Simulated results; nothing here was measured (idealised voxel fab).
Proc. module: voxel self aligned vias
Section shown: cut. Width: 245 nm. Cell size: 5 nm, square.
A cross-section is a grid of square cells, given in bands from the top down. A band is one or more rows of cells.
Heads up on the band format: heights come first, top then bottom, in nm. After that it's the materials left to right, each with its width in nm. A single material flagged "full width" fills the whole band edge to edge, and "empty" means there's empty space there.
Height 0 is the level under which the wafer as received is all one material. The lowest band goes on downwards, as in "0 -> down".
Per-row width for "30->40": begins at first number (top row of band), ends at second number (bottom row), increment between rows held constant.
Any step labelled "changes: none" changed none of the cells in the cross-section.
The entry "Enclosed internal voids" lists the empty spaces that cover at least 8 cells and have no open path to the top. Each is written as width x height at distance, where the distance is measured from the left edge and all three values are in nm.
Read whatever lies past the settings on a step's line as the simulator's own remark about the step.
When a step includes a mask, the "overlay nm" setting on its line states how far to the right of its planned place that mask lay, and negative values state how far to the left.
**The steps planned for the process are as follows**
1,RECEIVE: material Si
2,CONFORMAL_DEP: material SiO2, thk nm 10
3,CONFORMAL_DEP: material SiCN, thk nm 5
4,DIRECTIONAL_DEP: material SiO2, thk nm 20
5,DIRECTIONAL_DEP: material aC, thk nm 10
6,PATTERN: tone open, mask id LINES, material resist, width nm 30, pitch nm 60, thk nm 30, overlay nm 0
7,DIRECTIONAL_ETCH: etch materials aC, depth nm 10
8,STRIP: etch materials resist
9,DIRECTIONAL_ETCH: etch materials SiO2, depth nm 20
10,STRIP: etch materials aC
11,CONFORMAL_DEP: material TiN, thk nm 5
12,FILL_DEP: material W, thk nm 10
13,CMP: height nm 35
14,SELECTIVE_ETCH: etch materials W Ru TiN, depth nm 10
15,FILL_DEP: material SiN, thk nm 10
16,CMP: height nm 35
17,DIRECTIONAL_DEP: material SiO2, thk nm 15
18,MASKED_ETCH: tone open, mask id VIAS, width nm 40, etch materials SiO2, depth nm 15, overlay nm -15
19,MASKED_ETCH: tone open, mask id VIAS, width nm 40, etch materials SiN, depth nm 10, overlay nm 0
20,CONFORMAL_DEP: material TiN, thk nm 5
21,FILL_DEP: material W, thk nm 5
22,CMP: height nm 50
23,CONFORMAL_DEP: material SiN, thk nm 5
Among the wafers covered here, the point of difference is the overlay nm at step 18; their starting state is shared, and the plan presents the value of the first wafer.
**The first of several wafers, as received after step 1, seen in section**
	0 -> down  Si full width
	Enclosed internal voids: none
**What follows is a table in which each wafer occupies a row; for the wafer as it stands at the close of the module, the row states, material by material, how many cells have been gained (+) or lost (-) since receipt, and then gives its closed voids**
overlay nm -15; +49 SiCN; +65 SiN; +369 SiO2; +32 TiN; +24 W; Enclosed internal voids: none
overlay nm -10; +49 SiCN; +63 SiN; +369 SiO2; +32 TiN; +26 W; Enclosed internal voids: none
overlay nm -5; +49 SiCN; +61 SiN; +369 SiO2; +32 TiN; +28 W; Enclosed internal voids: none
overlay nm 0; +49 SiCN; +61 SiN; +369 SiO2; +32 TiN; +28 W; Enclosed internal voids: none
overlay nm 5; +49 SiCN; +61 SiN; +369 SiO2; +32 TiN; +28 W; Enclosed internal voids: none
overlay nm 10; +49 SiCN; +63 SiN; +369 SiO2; +32 TiN; +26 W; Enclosed internal voids: none
overlay nm 15; +49 SiCN; +65 SiN; +369 SiO2; +32 TiN; +24 W; Enclosed internal voids: none
